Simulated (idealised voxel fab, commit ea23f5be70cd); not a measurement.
process module | voxel self aligned contacts
cross-section cut | 285 nm wide | cells 5 nm
A cross-section is a grid of square cells, given in bands from the top down. A band is one or more rows of cells.
Each band's line starts with the height of the band's top and of its bottom, in nm. Then come its materials from left to right, each with its width in nm. One material with "throughout" fills the band from edge to edge. "air" is empty space.
Height 0 is the level under which the wafer as received is all one material. The lowest band goes on downwards, as in "0 down".
A width such as "30 to 40" changes by the same amount from each row of cells to the next, from the band's top row to its bottom row.
"no change" after a step means that no cell of the cross-section changed.
closed voids: empty space of 8 cells or more with no open way to the top, each as width x height at its distance from the left edge, in nm
after a step's settings: what the simulator itself notes on the step
overlay nm, on a step with a mask: how far to the right of its planned place the mask lay; to the left if negative
Each pair below shows a cross-section before one step and the cross-section after it, down to the lowest band that changed. The line under each pair gives the step between them, with its settings. The pairs can come from different runs of this module on the same starting wafer, so a pair continues from the pair above only where its "before" says so.
before
  40 to 20: SiN 95 | air 30 | SiN 35 | air 30 | SiN 95
  20 to 0: polySi 95 | air 30 | polySi 35 | air 30 | polySi 95
  0 to -5: SiO2 throughout
  -5 down: Si throughout
  closed voids: none
after
  50 to 20: SiN 105 | air 10 | SiN 55 | air 10 | SiN 105
  20 to 10: polySi 95 | SiN 10 | air 10 | SiN 10 | polySi 35 | SiN 10 | air 10 | SiN 10 | polySi 95
  10 to 0: polySi 95 | SiN 30 | polySi 35 | SiN 30 | polySi 95
  below 0: unchanged
  closed voids: none
the step between: op CONFORMAL_DEP | material SiN | thk nm 10
before: the cross-section after the pair above
after
  40 to 20: SiN 105 | air 10 | SiN 55 | air 10 | SiN 105
  20 to 0: polySi 95 | SiN 10 | air 10 | SiN 10 | polySi 35 | SiN 10 | air 10 | SiN 10 | polySi 95
  below 0: unchanged
  closed voids: none
the step between: op DIRECTIONAL_ETCH | etch materials SiN | depth nm 10
before: the cross-section after the pair above
after
  55 to 40: SiO2 throughout
  40 to 20: SiN 105 | SiO2 10 | SiN 55 | SiO2 10 | SiN 105
  20 to 0: polySi 95 | SiN 10 | SiO2 10 | SiN 10 | polySi 35 | SiN 10 | SiO2 10 | SiN 10 | polySi 95
  below 0: unchanged
  closed voids: none
the step between: op FILL_DEP | material SiO2 | thk nm 15
before: the cross-section after the pair above
after
  50 to 40: SiO2 throughout
  below 40: unchanged
  closed voids: none
the step between: op CMP | height nm 50
before: the cross-section after the pair above
after
  50 to 40: SiO2 120 | air 45 | SiO2 120
  below 40: unchanged
  closed voids: none
the step between: op MASKED_ETCH | tone open | mask id CONTACT | width nm 45 | etch materials SiO2 | depth nm 55 | overlay nm 0
before: the cross-section after the pair above
after
  55 to 50: TiN 125 | air 35 | TiN 125
  50 to 45: SiO2 120 | TiN 5 | air 35 | TiN 5 | SiO2 120
  45 to 40: SiO2 120 | TiN 45 | SiO2 120
  below 40: unchanged
  closed voids: none
the step between: op CONFORMAL_DEP | material TiN | thk nm 5
before: the cross-section after the pair above
after
  65 to 55: W throughout
  55 to 50: TiN 125 | W 35 | TiN 125
  50 to 45: SiO2 120 | TiN 5 | W 35 | TiN 5 | SiO2 120
  below 45: unchanged
  closed voids: none
the step between: op FILL_DEP | material W | thk nm 10
before: the cross-section after the pair above
after
  50 to 45: SiO2 120 | TiN 5 | W 35 | TiN 5 | SiO2 120
  below 45: unchanged
  closed voids: none
the step between: op CMP | height nm 50
before: the cross-section after the pair above
after
  55 to 50: SiN throughout
  below 50: unchanged
  closed voids: none
the step between: op CONFORMAL_DEP | material SiN | thk nm 5
